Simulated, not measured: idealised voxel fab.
A process module follows: voxel self aligned vias.
Square cells of 5 nm make up the cross-section cut, whose width is 270 nm.
A cross-section is a grid of square cells, given in bands from the top down. A band is one or more rows of cells. Basically the band line says how high the top is and how high the bottom is, in nm, and then what's in it from left to right, every material with its width in nm. Empty space shows up as "blank", and if a single material carries "everywhere" it runs the full band edge to edge. Heights are expressed relative to 0, this being the level below which the as-received wafer comprises one material exclusively. The lowest band is unbounded in the downward direction and is denoted as in "from 0 down". Width spec "30 to 40" -> top row of cells at first value, bottom row at second value, equal per-row change in between. Step marked "everything unchanged"? Then no cell in the cross-section changed in it. For the entry "Trapped cavities", the listed items are empty spaces with no open way to the top whose size is 8 cells or more; each item follows the pattern width x height at distance, where distance is from the left edge and all three are in nm. Note: text after step settings on the step line = simulator remark on that step. The setting "overlay nm" may be written on the line of a step. When the step uses a mask, the value reports how far to the right of the planned place the mask lay, and a negative value reports that it lay to the left.
### Set out below are the planned steps of the process
| 1 | RECEIVE, material Si |
| 2 | CONFORMAL_DEP, material SiO2, thk nm 15 |
| 3 | CONFORMAL_DEP, material SiCN, thk nm 5 |
| 4 | DIRECTIONAL_DEP, material SiO2, thk nm 20 |
| 5 | DIRECTIONAL_DEP, material aC, thk nm 10 |
| 6 | PATTERN, tone open, mask id LINES, material resist, width nm 30, pitch nm 70, thk nm 25, overlay nm 0 |
| 7 | DIRECTIONAL_ETCH, etch materials aC, depth nm 10 |
| 8 | STRIP, etch materials resist |
| 9 | DIRECTIONAL_ETCH, etch materials SiO2, depth nm 20 |
| 10 | STRIP, etch materials aC |
| 11 | CONFORMAL_DEP, material TiN, thk nm 5 |
| 12 | FILL_DEP, material Ru, thk nm 5 |
| 13 | CMP, height nm 40 |
| 14 | SELECTIVE_ETCH, etch materials W Ru TiN, depth nm 10 |
| 15 | FILL_DEP, material SiN, thk nm 10 |
| 16 | CMP, height nm 40 |
| 17 | DIRECTIONAL_DEP, material SiO2, thk nm 20 |
| 18 | PATTERN, tone open, mask id VIAS, material resist, width nm 50, thk nm 15, overlay nm 0 |
| 19 | DIRECTIONAL_ETCH, etch materials SiO2, depth nm 20 |
| 20 | DIRECTIONAL_ETCH, etch materials SiN, depth nm 10 |
| 21 | STRIP, etch materials resist |
| 22 | CONFORMAL_DEP, material TiN, thk nm 5 |
| 23 | FILL_DEP, material W, thk nm 10 |
| 24 | CMP, height nm 60 |
| 25 | CONFORMAL_DEP, material SiCN, thk nm 5 |
### Of two wafers, the first: run according to plan
### As-received state of the wafer in cross-section, equivalent to post-step 1
    from 0 down = Si everywhere
    Trapped cavities: none
### Cross-sectional representation of the wafer at the conclusion of step 2
    from 15 to 0 = SiO2 everywhere
    Beneath the level 0, the cross-section is identical to its previous state.
### Cross-sectional representation of the wafer at the conclusion of step 3
    from 20 to 15 = SiCN everywhere
    Beneath the level 15, the cross-section is identical to its previous state.
### Cross-sectional representation of the wafer at the conclusion of step 4
    from 40 to 20 = SiO2 everywhere
    Beneath the level 20, the cross-section is identical to its previous state.
### Cross-sectional representation of the wafer at the conclusion of step 5
    from 50 to 40 = aC everywhere
    Beneath the level 40, the cross-section is identical to its previous state.
### Cross-sectional representation of the wafer at the conclusion of step 6
    from 75 to 50 = resist=85; blank=30; resist=40; blank=30; resist=85
    Beneath the level 50, the cross-section is identical to its previous state.
### Cross-sectional representation of the wafer at the conclusion of step 7
    from 65 to 50 = resist=85; blank=30; resist=40; blank=30; resist=85
    from 50 to 40 = aC=85; blank=30; aC=40; blank=30; aC=85
    Beneath the level 40, the cross-section is identical to its previous state.
### Cross-sectional representation of the wafer at the conclusion of step 8
    from 50 to 40 = aC=85; blank=30; aC=40; blank=30; aC=85
    Beneath the level 40, the cross-section is identical to its previous state.
### Cross-sectional representation of the wafer at the conclusion of step 9
    from 50 to 40 = aC=85; blank=30; aC=40; blank=30; aC=85
    from 40 to 20 = SiO2=85; blank=30; SiO2=40; blank=30; SiO2=85
    Beneath the level 20, the cross-section is identical to its previous state.
### Cross-sectional representation of the wafer at the conclusion of step 10
    from 40 to 20 = SiO2=85; blank=30; SiO2=40; blank=30; SiO2=85
    Beneath the level 20, the cross-section is identical to its previous state.
### Cross-sectional representation of the wafer at the conclusion of step 11
    from 45 to 40 = TiN=90; blank=20; TiN=50; blank=20; TiN=90
    from 40 to 25 = SiO2=85; TiN=5; blank=20; TiN=5; SiO2=40; TiN=5; blank=20; TiN=5; SiO2=85
    from 25 to 20 = SiO2=85; TiN=30; SiO2=40; TiN=30; SiO2=85
    Beneath the level 20, the cross-section is identical to its previous state.
### Cross-sectional representation of the wafer at the conclusion of step 12
    from 50 to 45 = Ru everywhere
    from 45 to 40 = TiN=90; Ru=20; TiN=50; Ru=20; TiN=90
    from 40 to 25 = SiO2=85; TiN=5; Ru=20; TiN=5; SiO2=40; TiN=5; Ru=20; TiN=5; SiO2=85
    Beneath the level 25, the cross-section is identical to its previous state.
### Cross-sectional representation of the wafer at the conclusion of step 13
    from 40 to 25 = SiO2=85; TiN=5; Ru=20; TiN=5; SiO2=40; TiN=5; Ru=20; TiN=5; SiO2=85
    Beneath the level 25, the cross-section is identical to its previous state.
### Cross-sectional representation of the wafer at the conclusion of step 14
    from 40 to 30 = SiO2=85; blank=30; SiO2=40; blank=30; SiO2=85
    Beneath the level 30, the cross-section is identical to its previous state.
### Cross-sectional representation of the wafer at the conclusion of step 15
    from 50 to 40 = SiN everywhere
    from 40 to 30 = SiO2=85; SiN=30; SiO2=40; SiN=30; SiO2=85
    Beneath the level 30, the cross-section is identical to its previous state.
### Cross-sectional representation of the wafer at the conclusion of step 16
    from 40 to 30 = SiO2=85; SiN=30; SiO2=40; SiN=30; SiO2=85
    Beneath the level 30, the cross-section is identical to its previous state.
### Cross-sectional representation of the wafer at the conclusion of step 17
    from 60 to 40 = SiO2 everywhere
    Beneath the level 40, the cross-section is identical to its previous state.
### Cross-sectional representation of the wafer at the conclusion of step 18
    from 75 to 60 = resist=75; blank=50; resist=145
    Beneath the level 60, the cross-section is identical to its previous state.
### Cross-sectional representation of the wafer at the conclusion of step 19
    from 75 to 60 = resist=75; blank=50; resist=145
    from 60 to 40 = SiO2=75; blank=50; SiO2=145
    Beneath the level 40, the cross-section is identical to its previous state.
### Cross-sectional representation of the wafer at the conclusion of step 20
    from 75 to 60 = resist=75; blank=50; resist=145
    from 60 to 40 = SiO2=75; blank=50; SiO2=145
    from 40 to 30 = SiO2=85; blank=30; SiO2=40; SiN=30; SiO2=85
    Beneath the level 30, the cross-section is identical to its previous state.
### Cross-sectional representation of the wafer at the conclusion of step 21
    from 60 to 40 = SiO2=75; blank=50; SiO2=145
    Beneath the level 40, the cross-section is identical to its previous state.
### Cross-sectional representation of the wafer at the conclusion of step 22
    from 65 to 60 = TiN=80; blank=40; TiN=150
    from 60 to 45 = SiO2=75; TiN=5; blank=40; TiN=5; SiO2=145
    from 45 to 40 = SiO2=75; TiN=15; blank=20; TiN=15; SiO2=145
    from 40 to 35 = SiO2=85; TiN=5; blank=20; TiN=5; SiO2=40; SiN=30; SiO2=85
    from 35 to 30 = SiO2=85; TiN=30; SiO2=40; SiN=30; SiO2=85
    Beneath the level 30, the cross-section is identical to its previous state.
### Cross-sectional representation of the wafer at the conclusion of step 23
    from 75 to 65 = W everywhere
    from 65 to 60 = TiN=80; W=40; TiN=150
    from 60 to 45 = SiO2=75; TiN=5; W=40; TiN=5; SiO2=145
    from 45 to 40 = SiO2=75; TiN=15; W=20; TiN=15; SiO2=145
    from 40 to 35 = SiO2=85; TiN=5; W=20; TiN=5; SiO2=40; SiN=30; SiO2=85
    Beneath the level 35, the cross-section is identical to its previous state.
### Cross-sectional representation of the wafer at the conclusion of step 24
    from 60 to 45 = SiO2=75; TiN=5; W=40; TiN=5; SiO2=145
    Beneath the level 45, the cross-section is identical to its previous state.
### Cross-sectional representation of the wafer at the conclusion of step 25
    from 65 to 60 = SiCN everywhere
    Beneath the level 60, the cross-section is identical to its previous state.
### Second wafer. Start and plan as for the first. One mistake made in running. Agrees with the first up to and including step 5
### when step 6 should have ended
    from 75 to 50 = resist=80; blank=30; resist=40; blank=30; resist=90
    Beneath the level 50, the cross-section is identical to its previous state.
### when step 7 should have ended
    from 65 to 50 = resist=80; blank=30; resist=40; blank=30; resist=90
    from 50 to 40 = aC=80; blank=30; aC=40; blank=30; aC=90
    Beneath the level 40, the cross-section is identical to its previous state.
### when step 8 should have ended
    from 50 to 40 = aC=80; blank=30; aC=40; blank=30; aC=90
    Beneath the level 40, the cross-section is identical to its previous state.
### when step 9 should have ended
    from 50 to 40 = aC=80; blank=30; aC=40; blank=30; aC=90
    from 40 to 20 = SiO2=80; blank=30; SiO2=40; blank=30; SiO2=90
    Beneath the level 20, the cross-section is identical to its previous state.
### when step 10 should have ended
    from 40 to 20 = SiO2=80; blank=30; SiO2=40; blank=30; SiO2=90
    Beneath the level 20, the cross-section is identical to its previous state.
### when step 11 should have ended
    from 45 to 40 = TiN=85; blank=20; TiN=50; blank=20; TiN=95
    from 40 to 25 = SiO2=80; TiN=5; blank=20; TiN=5; SiO2=40; TiN=5; blank=20; TiN=5; SiO2=90
    from 25 to 20 = SiO2=80; TiN=30; SiO2=40; TiN=30; SiO2=90
    Beneath the level 20, the cross-section is identical to its previous state.
### when step 12 should have ended
    from 50 to 45 = Ru everywhere
    from 45 to 40 = TiN=85; Ru=20; TiN=50; Ru=20; TiN=95
    from 40 to 25 = SiO2=80; TiN=5; Ru=20; TiN=5; SiO2=40; TiN=5; Ru=20; TiN=5; SiO2=90
    Beneath the level 25, the cross-section is identical to its previous state.
### when step 13 should have ended
    from 40 to 25 = SiO2=80; TiN=5; Ru=20; TiN=5; SiO2=40; TiN=5; Ru=20; TiN=5; SiO2=90
    Beneath the level 25, the cross-section is identical to its previous state.
### when step 14 should have ended
    from 40 to 30 = SiO2=80; blank=30; SiO2=40; blank=30; SiO2=90
    Beneath the level 30, the cross-section is identical to its previous state.
### when step 15 should have ended
    from 50 to 40 = SiN everywhere
    from 40 to 30 = SiO2=80; SiN=30; SiO2=40; SiN=30; SiO2=90
    Beneath the level 30, the cross-section is identical to its previous state.
### when step 16 should have ended
    from 40 to 30 = SiO2=80; SiN=30; SiO2=40; SiN=30; SiO2=90
    Beneath the level 30, the cross-section is identical to its previous state.
### when step 17 should have ended
    from 60 to 40 = SiO2 everywhere
    Beneath the level 40, the cross-section is identical to its previous state.
### when step 18 should have ended
    from 75 to 60 = resist=75; blank=50; resist=145
    Beneath the level 60, the cross-section is identical to its previous state.
### when step 19 should have ended
    from 75 to 60 = resist=75; blank=50; resist=145
    from 60 to 40 = SiO2=75; blank=50; SiO2=145
    Beneath the level 40, the cross-section is identical to its previous state.
### when step 20 should have ended
    from 75 to 60 = resist=75; blank=50; resist=145
    from 60 to 40 = SiO2=75; blank=50; SiO2=145
    from 40 to 30 = SiO2=80; blank=30; SiO2=40; SiN=30; SiO2=90
    Beneath the level 30, the cross-section is identical to its previous state.
### when step 21 should have ended
    from 60 to 40 = SiO2=75; blank=50; SiO2=145
    Beneath the level 40, the cross-section is identical to its previous state.
### when step 22 should have ended
    from 65 to 60 = TiN=80; blank=40; TiN=150
    from 60 to 45 = SiO2=75; TiN=5; blank=40; TiN=5; SiO2=145
    from 45 to 40 = SiO2=75; TiN=10; blank=20; TiN=20; SiO2=145
    from 40 to 35 = SiO2=80; TiN=5; blank=20; TiN=5; SiO2=40; SiN=30; SiO2=90
    from 35 to 30 = SiO2=80; TiN=30; SiO2=40; SiN=30; SiO2=90
    Beneath the level 30, the cross-section is identical to its previous state.
### when step 23 should have ended
    from 75 to 65 = W everywhere
    from 65 to 60 = TiN=80; W=40; TiN=150
    from 60 to 45 = SiO2=75; TiN=5; W=40; TiN=5; SiO2=145
    from 45 to 40 = SiO2=75; TiN=10; W=20; TiN=20; SiO2=145
    from 40 to 35 = SiO2=80; TiN=5; W=20; TiN=5; SiO2=40; SiN=30; SiO2=90
    Beneath the level 35, the cross-section is identical to its previous state.
### when step 24 should have ended
    from 60 to 45 = SiO2=75; TiN=5; W=40; TiN=5; SiO2=145
    Beneath the level 45, the cross-section is identical to its previous state.
### when step 25 should have ended
    from 65 to 60 = SiCN everywhere
    Beneath the level 60, the cross-section is identical to its previous state.
The plan and the run diverged here: step 6 ran with different settings than intended, the actual operation and settings being PATTERN, tone open, mask id LINES, material resist, width nm 30, pitch nm 70, thk nm 25, overlay nm -5
Heads up: at the end the two wafers have identical cell counts per material, they're just laid out differently.
